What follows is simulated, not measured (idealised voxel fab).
process module | voxel capacitor over wiring
cross-section cut | 200 nm wide | cells 5 nm
A cross-section is a grid of square cells, given in bands from the top down. A band is one or more rows of cells.
Each band's line starts with the height of the band's top and of its bottom, in nm. Then come its materials from left to right, each with its width in nm. One material with "throughout" fills the band from edge to edge. "air" is empty space.
Height 0 is the level under which the wafer as received is all one material. The lowest band goes on downwards, as in "0 down".
A width such as "30 to 40" changes by the same amount from each row of cells to the next, from the band's top row to its bottom row.
"no change" after a step means that no cell of the cross-section changed.
closed voids: empty space of 8 cells or more with no open way to the top, each as width x height at its distance from the left edge, in nm
after a step's settings: what the simulator itself notes on the step
overlay nm, on a step with a mask: how far to the right of its planned place the mask lay; to the left if negative
plan
1 op RECEIVE | material Si
2 op CONFORMAL_DEP | material SiO2 | thk nm 10
3 op DIRECTIONAL_DEP | material TiN | thk nm 5
4 op DIRECTIONAL_DEP | material W | thk nm 15
5 op MASKED_ETCH | tone cover | mask id METAL_1 | width nm 30 | pitch nm 90 | etch materials W | depth nm 15 | overlay nm 0
6 op MASKED_ETCH | tone cover | mask id METAL_1 | width nm 30 | pitch nm 90 | etch materials TiN | depth nm 5 | overlay nm 0
7 op CONFORMAL_DEP | material SiCN | thk nm 5
8 op FILL_DEP | material lowk | thk nm 10
9 op CMP | height nm 30
10 op CONFORMAL_DEP | material SiCN | thk nm 5
11 op DIRECTIONAL_DEP | material lowk | thk nm 10
12 op PATTERN | tone open | mask id PLUG_1 | material resist | width nm 15 | thk nm 15 | overlay nm 0
13 op DIRECTIONAL_ETCH | etch materials lowk | depth nm 10
14 op DIRECTIONAL_ETCH | etch materials SiCN | depth nm 5
15 op STRIP | etch materials resist
16 op EPI | material Ru | thk nm 10
17 op EPI | material Ru | thk nm 5
18 op DIRECTIONAL_DEP | material TiN | thk nm 5
19 op DIRECTIONAL_DEP | material HfO2 | thk nm 5
20 op DIRECTIONAL_DEP | material TiN | thk nm 10
21 op DIRECTIONAL_DEP | material aC | thk nm 10
22 op PATTERN | tone cover | mask id UPPER_PLATE | material resist | width nm 65 | thk nm 25 | overlay nm 0
23 op DIRECTIONAL_ETCH | etch materials aC | depth nm 10
24 op STRIP | etch materials resist
25 op DIRECTIONAL_ETCH | etch materials TiN | depth nm 10
26 op DIRECTIONAL_ETCH | etch materials HfO2 | depth nm 5
27 op STRIP | etch materials aC
28 op PATTERN | tone cover | mask id LOWER_PLATE | material resist | width nm 75 | thk nm 20 | overlay nm 0
29 op DIRECTIONAL_ETCH | etch materials TiN | depth nm 5
30 op STRIP | etch materials resist
31 op FILL_DEP | material SiO2 | thk nm 20
32 op CMP | height nm 80
33 op DIRECTIONAL_DEP | material aC | thk nm 10
34 op PATTERN | tone open | mask id PLUG_2 | material resist | width nm 15 | thk nm 30 | overlay nm 0
35 op DIRECTIONAL_ETCH | etch materials aC | depth nm 10
36 op STRIP | etch materials resist
37 op DIRECTIONAL_ETCH | etch materials SiO2 | depth nm 15
38 op STRIP | etch materials aC
39 op CONFORMAL_DEP | material TiN | thk nm 5
40 op FILL_DEP | material Cu | thk nm 5
41 op CMP | height nm 80
42 op CONFORMAL_DEP | material SiCN | thk nm 5
as received, after step 1
  0 down: Si throughout
  closed voids: none
first wafer at the end, as planned
  85 to 80: SiCN throughout
  80 to 70: SiO2 65 | TiN 5 | Cu 5 | TiN 5 | SiO2 120
  70 to 65: SiO2 65 | TiN 15 | SiO2 120
  65 to 55: SiO2 55 | TiN 65 | SiO2 80
  55 to 50: SiO2 55 | HfO2 65 | SiO2 80
  50 to 45: SiO2 50 | TiN 75 | SiO2 75
  45 to 35: lowk 55 | Ru 15 | lowk 130
  35 to 30: SiCN 55 | Ru 15 | SiCN 130
  30 to 15: lowk 35 | SiCN 5 | W 30 | SiCN 5 | lowk 50 | SiCN 5 | W 30 | SiCN 5 | lowk 35
  15 to 10: SiCN 40 | TiN 30 | SiCN 60 | TiN 30 | SiCN 40
  10 to 0: SiO2 throughout
  0 down: Si throughout
  closed voids: none
second wafer at the end: like start, like plan, one mistake
  85 to 80: SiCN throughout
  80 to 70: SiO2 65 | TiN 5 | Cu 5 | TiN 5 | SiO2 120
  70 to 65: SiO2 65 | TiN 15 | SiO2 120
  65 to 60: SiO2 throughout
  60 to 50: SiO2 55 | TiN 65 | SiO2 80
  50 to 45: SiO2 55 | HfO2 65 | SiO2 80
  45 to 35: lowk 55 | Ru 15 | lowk 130
  35 to 30: SiCN 55 | Ru 15 | SiCN 130
  30 to 15: lowk 35 | SiCN 5 | W 30 | SiCN 5 | lowk 50 | SiCN 5 | W 30 | SiCN 5 | lowk 35
  15 to 10: SiCN 40 | TiN 30 | SiCN 60 | TiN 30 | SiCN 40
  10 to 0: SiO2 throughout
  0 down: Si throughout
  closed voids: none
what went wrong: step 18 was left out
at the end the second wafer has, in cells: 15 more of SiO2 | 15 fewer of TiN
